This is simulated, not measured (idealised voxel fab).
Herein follows the process module entitled voxel transistor to metal.
In the cross-section labelled cut, the width is 160 nm and each square cell is 5 nm.
Reading order for cross-sections: top band down to bottom band. Underlying form: a grid of square cells. Band size: one or more rows of cells. Top, bottom (nm), then materials left to right with widths (nm); lone material tagged "throughout" fills the whole band edge to edge; "empty" = empty space. For the purposes of this specification, 0 denotes the height below which the wafer in its as-received condition is composed wholly of one material, and the lowermost band, lacking a lower limit, extends downward without end, as expressed in "0 and below". Graded width ("30->40"): value in top row of band = first number; value in bottom row = second number; row-to-row change constant. Reading "nothing changed" for a step: not a cell of the cross-section changed in it. Closed empty spaces (no open way to the top) of 8 cells or more are what "Enclosed void catalog" lists, each as width x height at distance from the left edge, nm for all three. Post-settings text on a step line: simulator's own remark regarding the step. overlay nm: for a step with a mask, the amount by which the mask lay right of where it was planned; a negative amount means left of it.

-- Set out below are the planned steps of the process
- 1: RECEIVE | material Si
- 2: CONFORMAL_DEP | material SiO2 | thk nm 5
- 3: CONFORMAL_DEP | material SiN | thk nm 15
- 4: PATTERN | tone cover | mask id ACTIVE | material resist | width nm 95 | thk nm 15 | overlay nm 0
- 5: DIRECTIONAL_ETCH | etch materials SiN | depth nm 15
- 6: DIRECTIONAL_ETCH | etch materials SiO2 | depth nm 5
- 7: DIRECTIONAL_ETCH | etch materials Si | depth nm 20
- 8: STRIP | etch materials resist
- 9: FILL_DEP | material SiO2 | thk nm 15
- 10: CMP | height nm 20
- 11: SELECTIVE_ETCH | etch materials SiO2 | depth nm 10
- 12: STRIP | etch materials SiN
- 13: SELECTIVE_ETCH | etch materials SiO2 | depth nm 5
- 14: OXIDIZE | depth nm 5
- 15: DIRECTIONAL_DEP | material polySi | thk nm 25
- 16: DIRECTIONAL_DEP | material SiCN | thk nm 15
- 17: PATTERN | tone cover | mask id GATE | material resist | width nm 25 | thk nm 15 | overlay nm 0
- 18: DIRECTIONAL_ETCH | etch materials SiCN | depth nm 25
- 19: DIRECTIONAL_ETCH | etch materials polySi | depth nm 35
- 20: STRIP | etch materials resist
- 21: CONFORMAL_DEP | material SiO2 | thk nm 5
- 22: DIRECTIONAL_ETCH | etch materials SiO2 | depth nm 5
- 23: CONFORMAL_DEP | material SiN | thk nm 5
- 24: DIRECTIONAL_ETCH | etch materials SiN | depth nm 5
- 25: DIRECTIONAL_ETCH | etch materials SiO2 | depth nm 5
- 26: DIRECTIONAL_ETCH | etch materials Si | depth nm 15
- 27: EPI | material SiGe | thk nm 15
- 28: FILL_DEP | material SiO2 | thk nm 5
- 29: CMP | height nm 25
- 30: STRIP | etch materials polySi
- 31: SELECTIVE_ETCH | etch materials SiO2 | depth nm 5
- 32: CONFORMAL_DEP | material HfO2 | thk nm 5
- 33: CONFORMAL_DEP | material TiN | thk nm 5
- 34: FILL_DEP | material W | thk nm 5
- 35: CMP | height nm 20
- 36: DIRECTIONAL_DEP | material SiO2 | thk nm 15
- 37: PATTERN | tone open | mask id CONTACT | material resist | width nm 15 | pitch nm 70 | thk nm 20 | overlay nm 0
- 38: DIRECTIONAL_ETCH | etch materials SiO2 | depth nm 25
- 39: STRIP | etch materials resist
- 40: CONFORMAL_DEP | material TiN | thk nm 5
- 41: FILL_DEP | material Ru | thk nm 10
- 42: CMP | height nm 35
- 43: DIRECTIONAL_DEP | material TiN | thk nm 5
- 44: DIRECTIONAL_DEP | material W | thk nm 25
- 45: PATTERN | tone cover | mask id METAL_1 | material resist | width nm 15 | pitch nm 70 | thk nm 20 | overlay nm 0
- 46: DIRECTIONAL_ETCH | etch materials W | depth nm 25
- 47: DIRECTIONAL_ETCH | etch materials TiN | depth nm 5
- 48: STRIP | etch materials resist
- 49: FILL_DEP | material SiO2 | thk nm 5
- 50: CMP | height nm 65
- 51: CONFORMAL_DEP | material SiCN | thk nm 5
- 52: DIRECTIONAL_DEP | material SiO2 | thk nm 30
- 53: PATTERN | tone open | mask id METAL_2 | material resist | width nm 15 | pitch nm 70 | thk nm 20 | overlay nm 0
- 54: DIRECTIONAL_ETCH | etch materials SiO2 | depth nm 20
- 55: STRIP | etch materials resist
- 56: MASKED_ETCH | tone open | mask id METAL_2_HOLES | width nm 15 | pitch nm 70 | etch materials SiO2 | depth nm 10 | overlay nm 0
- 57: MASKED_ETCH | tone open | mask id METAL_2_HOLES | width nm 15 | pitch nm 70 | etch materials SiCN | depth nm 5 | overlay nm 0
- 58: CONFORMAL_DEP | material TiN | thk nm 5
- 59: FILL_DEP | material Ru | thk nm 5
- 60: CMP | height nm 100
- 61: CONFORMAL_DEP | material SiCN | thk nm 5

-- So this is the incoming wafer in cross-section - it's already been through step 1
* 0 and below = Si throughout
* Enclosed void catalog: none

-- Same starting wafer, same plan as above, one mistake in the execution; this is the cross-section at the end of the module
* 105 down to 100 = SiCN throughout
* 100 down to 70 = SiO2 35; TiN 5; Ru 5; TiN 5; SiO2 55; TiN 5; Ru 5; TiN 5; SiO2 40
* 70 down to 65 = SiCN 35; TiN 15; SiCN 55; TiN 15; SiCN 40
* 65 down to 60 = SiO2 35; TiN 15; SiO2 55; TiN 15; SiO2 40
* 60 down to 35 = W throughout
* 35 down to 20 = SiO2 35; TiN 5; Ru 5; TiN 5; SiO2 55; TiN 5; Ru 5; TiN 5; SiO2 40
* 20 down to 15 = SiO2 35; TiN 5; Ru 5; TiN 5; SiO2 5; SiN 5; HfO2 5; TiN 5; W 15; TiN 5; HfO2 5; SiN 5; SiO2 5; TiN 5; Ru 5; TiN 5; SiO2 40
* 15 down to 10 = SiO2 35; TiN 15; SiO2 5; SiN 5; HfO2 5; TiN 5; W 15; TiN 5; HfO2 5; SiN 5; SiO2 5; TiN 15; SiO2 40
* 10 down to 5 = SiO2 30; SiGe 25; SiN 5; HfO2 5; TiN 5; W 15; TiN 5; HfO2 5; SiN 5; SiGe 25; SiO2 35
* 5 down to 0 = SiO2 30; SiN 5; SiGe 20; SiN 5; HfO2 5; TiN 25; HfO2 5; SiN 5; SiGe 20; SiN 5; SiO2 35
* 0 down to -5 = SiO2 35; SiGe 20; SiO2 5; HfO2 35; SiO2 5; SiGe 20; SiO2 40
* -5 down to -20 = SiO2 30; Si 5; SiGe 20; Si 45; SiGe 20; Si 5; SiO2 35
* -20 and below = Si throughout
* Enclosed void catalog: none
Where did the run depart from the plan? steps 43 and 44 got flipped, so each one ran where the other should have
